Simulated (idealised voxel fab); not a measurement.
process module | voxel air gaps
cross-section cut | 240 nm wide | cells 5 nm
A cross-section is a grid of square cells, given in bands from the top down. A band is one or more rows of cells.
Each band's line starts with the height of the band's top and of its bottom, in nm. Then come its materials from left to right, each with its width in nm. One material with "throughout" fills the band from edge to edge. "air" is empty space.
Height 0 is the level under which the wafer as received is all one material. The lowest band goes on downwards, as in "0 down".
A width such as "30 to 40" changes by the same amount from each row of cells to the next, from the band's top row to its bottom row.
"no change" after a step means that no cell of the cross-section changed.
closed voids: empty space of 8 cells or more with no open way to the top, each as width x height at its distance from the left edge, in nm
after a step's settings: what the simulator itself notes on the step
overlay nm, on a step with a mask: how far to the right of its planned place the mask lay; to the left if negative
plan
1 op RECEIVE | material Si
2 op CONFORMAL_DEP | material SiO2 | thk nm 10
3 op CONFORMAL_DEP | material SiCN | thk nm 5
4 op DIRECTIONAL_DEP | material lowk | thk nm 35
5 op DIRECTIONAL_DEP | material aC | thk nm 15
6 op PATTERN | tone open | mask id LINES | material resist | width nm 25 | pitch nm 50 | thk nm 35 | overlay nm -15
7 op DIRECTIONAL_ETCH | etch materials aC | depth nm 15
8 op STRIP | etch materials resist
9 op DIRECTIONAL_ETCH | etch materials lowk | depth nm 35
10 op STRIP | etch materials aC
11 op CONFORMAL_DEP | material TiN | thk nm 5
12 op FILL_DEP | material Cu | thk nm 10
13 op CMP | height nm 50
14 op EPI | material Ru | thk nm 10
15 op SELECTIVE_ETCH | etch materials lowk | depth nm 45
16 op CONFORMAL_DEP | material SiCN | thk nm 5
varied across the wafers: overlay nm of step 6. The plan shows the first wafer's value. All wafers start alike
first wafer as received, after step 1
  0 down: Si throughout
  closed voids: none
each wafer at the end: cells of each material gained (+) or lost (-) since it was received, then its closed voids
overlay nm -15 | +72 Cu | +72 Ru | +188 SiCN | +96 SiO2 | +68 TiN | closed voids: 10 x 25 at 0; 15 x 25 at 45; 15 x 25 at 95; 15 x 25 at 145
overlay nm -10 | +72 Cu | +72 Ru | +188 SiCN | +96 SiO2 | +68 TiN | closed voids: 15 x 25 at 50; 15 x 25 at 100; 15 x 25 at 150
overlay nm -5 | +72 Cu | +72 Ru | +188 SiCN | +96 SiO2 | +68 TiN | closed voids: 15 x 25 at 55; 15 x 25 at 105; 15 x 25 at 155
overlay nm 0 | +72 Cu | +72 Ru | +188 SiCN | +96 SiO2 | +68 TiN | closed voids: 15 x 25 at 60; 15 x 25 at 110; 15 x 25 at 160
overlay nm 5 | +72 Cu | +72 Ru | +188 SiCN | +96 SiO2 | +68 TiN | closed voids: 15 x 25 at 65; 15 x 25 at 115; 15 x 25 at 165
overlay nm 10 | +72 Cu | +72 Ru | +188 SiCN | +96 SiO2 | +68 TiN | closed voids: 15 x 25 at 70; 15 x 25 at 120; 15 x 25 at 170
overlay nm 15 | +72 Cu | +72 Ru | +188 SiCN | +96 SiO2 | +68 TiN | closed voids: 15 x 25 at 75; 15 x 25 at 125; 15 x 25 at 175
